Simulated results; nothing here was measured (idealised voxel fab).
The process module presented herein is designated voxel local oxidation.
Pictured: cross-section cut, 170 nm wide, on a grid of 5 nm square cells.
Cross-section, as written here: a square-cell grid given band by band from the top down, where a band holds one or more rows of cells. Look at the band entry: it leads with the top's height and the bottom's height in nm. Then it lists the materials left to right, with a width in nm for each. The word "full width" on a single material says that material fills the band edge to edge. The word "empty" is empty space. Beneath 0, the wafer as received is one material, and that level is where height counting begins. The lowest band goes on downward without a bottom; it is written like "0..down". With a width like "30 to 40", each row of cells in the band differs from the next by the same amount, the top row carrying the first number and the bottom row the second. When a step is marked "all unchanged", none of the cells in the cross-section changed during that step. If an empty space has no open way to the top and is at least 8 cells in size, "Sealed internal voids" lists it, written width x height at distance, where distance is measured from the left edge and every value is in nm. Read whatever lies past the settings on a step's line as the simulator's own remark about the step. For masked steps, "overlay nm" on the step line gives how far right of plan the mask actually lay; a minus sign means it lay to the left.

THIS SECTION LISTS THE PROCESS STEPS THAT WERE PLANNED
step 1: RECEIVE, material Si
step 2: CONFORMAL_DEP, material SiO2, thk nm 5
step 3: CONFORMAL_DEP, material SiN, thk nm 10
step 4: PATTERN, tone cover, mask id ACTIVE, material resist, width nm 95, thk nm 15, overlay nm 0
step 5: DIRECTIONAL_ETCH, etch materials SiN, depth nm 10
step 6: STRIP, etch materials resist
step 7: SELECTIVE_ETCH, etch materials SiO2, depth nm 5
step 8: OXIDIZE, depth nm 15
step 9: STRIP, etch materials SiN

HERE'S WHAT THE WAFER LOOKED LIKE IN CROSS-SECTION WHEN IT ARRIVED - THAT'S AFTER STEP 1
- 0..down  Si full width
- Sealed internal voids: none

FIRST WAFER AT THE END, AS PLANNED
- 5..0  40 empty, then 85 SiO2, then 45 empty
- 0..-15  55 SiO2, then 55 Si, then 60 SiO2
- -15..down  Si full width
- Sealed internal voids: none

SO THIS IS WAFER NUMBER TWO OF THE TWO, CUT AT THE END OF THE MODULE - IT STARTED WHERE THE FIRST DID AND HAD THE SAME PLAN, WE JUST GOT ONE THING WRONG RUNNING IT
- 5..0  40 empty, then 85 SiO2, then 45 empty
- 0..-5  45 SiO2, then 75 Si, then 50 SiO2
- -5..down  Si full width
- Sealed internal voids: none
Want to know what went wrong? step 8 off recipe, ran as OXIDIZE, depth nm 5
Final cells, second wafer relative to first, materials higher or lower: +50 Si; -50 SiO2
